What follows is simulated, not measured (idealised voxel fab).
The process module presented herein is designated voxel released beams.
We display cut, a cross-section 300 nm in width whose square cells are each 5 nm.
Reading order for cross-sections: top band down to bottom band. Underlying form: a grid of square cells. Band size: one or more rows of cells.
The entry gives the band's vertical extent as a top height and a bottom height in nm, then its horizontal make-up as materials from left to right, each with a width in nm. "air" stands for empty space; a single material marked "all across" fills the band edge to edge.
It should be noted that heights are counted from 0, beneath which the wafer as supplied is of one material throughout, and that the lowest band possesses no lower boundary but continues downward, as written in "top 0, no bottom".
The two numbers in a width such as "30 to 40" mark its ends across the band: the first belongs to the top row of cells, the second to the bottom row, and from each row to the next the width moves by the same amount.
"identical to before" after a step means that no cell of the cross-section changed.
"Closed voids list": empty spaces of 8 cells or more with no open way to the top, each given as width x height at distance, distance from the left edge, all in nm.
Text after the settings on a step's line: the simulator's own remark on that step.
A step's line can hold "overlay nm"; with a mask on that step, the setting says how far right of the planned place the mask lay, while a negative setting says it lay to the left.

PLAN
1. RECEIVE | material Si
2. CONFORMAL_DEP | material Al2O3 | thk nm 10
3. DIRECTIONAL_DEP | material SiO2 | thk nm 15
4. MASKED_ETCH | tone open | mask id ANCHOR | width nm 35 | etch materials SiO2 | depth nm 15 | overlay nm 0
5. CONFORMAL_DEP | material W | thk nm 10
6. PATTERN | tone cover | mask id BEAM | material resist | width nm 100 | thk nm 20 | overlay nm 0
7. DIRECTIONAL_ETCH | etch materials W | depth nm 10
8. STRIP | etch materials resist
9. STRIP | etch materials SiO2

SO THIS IS THE INCOMING WAFER IN CROSS-SECTION - IT'S ALREADY BEEN THROUGH STEP 1
* top 0, no bottom: Si all across
* Closed voids list: none

AS-PLANNED RUN: CROSS-SECTION OF THE FIRST OF TWO WAFERS AT END OF MODULE
* top 35, bottom 25: air: 95 / W: 15 / air: 15 / W: 70 / air: 105
* top 25, bottom 20: air: 100 / W: 10 / air: 15 / W: 10 / air: 165
* top 20, bottom 10: air: 100 / W: 35 / air: 165
* top 10, bottom 0: Al2O3 all across
* top 0, no bottom: Si all across
* Closed voids list: none

CROSS-SECTION AT END OF MODULE FOR THE SECOND WAFER OF TWO, WHICH MATCHED THE FIRST IN STARTING POINT AND PLAN AND DIFFERED BY ONE MISTAKE IN ITS PROCESSING
* top 40, bottom 30: air: 95 / W: 15 / air: 15 / W: 70 / air: 105
* top 30, bottom 25: air: 100 / W: 10 / air: 15 / W: 10 / air: 165
* top 25, bottom 15: air: 100 / W: 35 / air: 165
* top 15, bottom 0: Al2O3 all across
* top 0, no bottom: Si all across
* Closed voids list: none
In executing the process, a mistake was made relative to the plan: step 2 ran differently from the plan; actual operation with settings: CONFORMAL_DEP | material Al2O3 | thk nm 15
Final comparison by cell count, materials where the second wafer has more or fewer than the first: Al2O3 +60
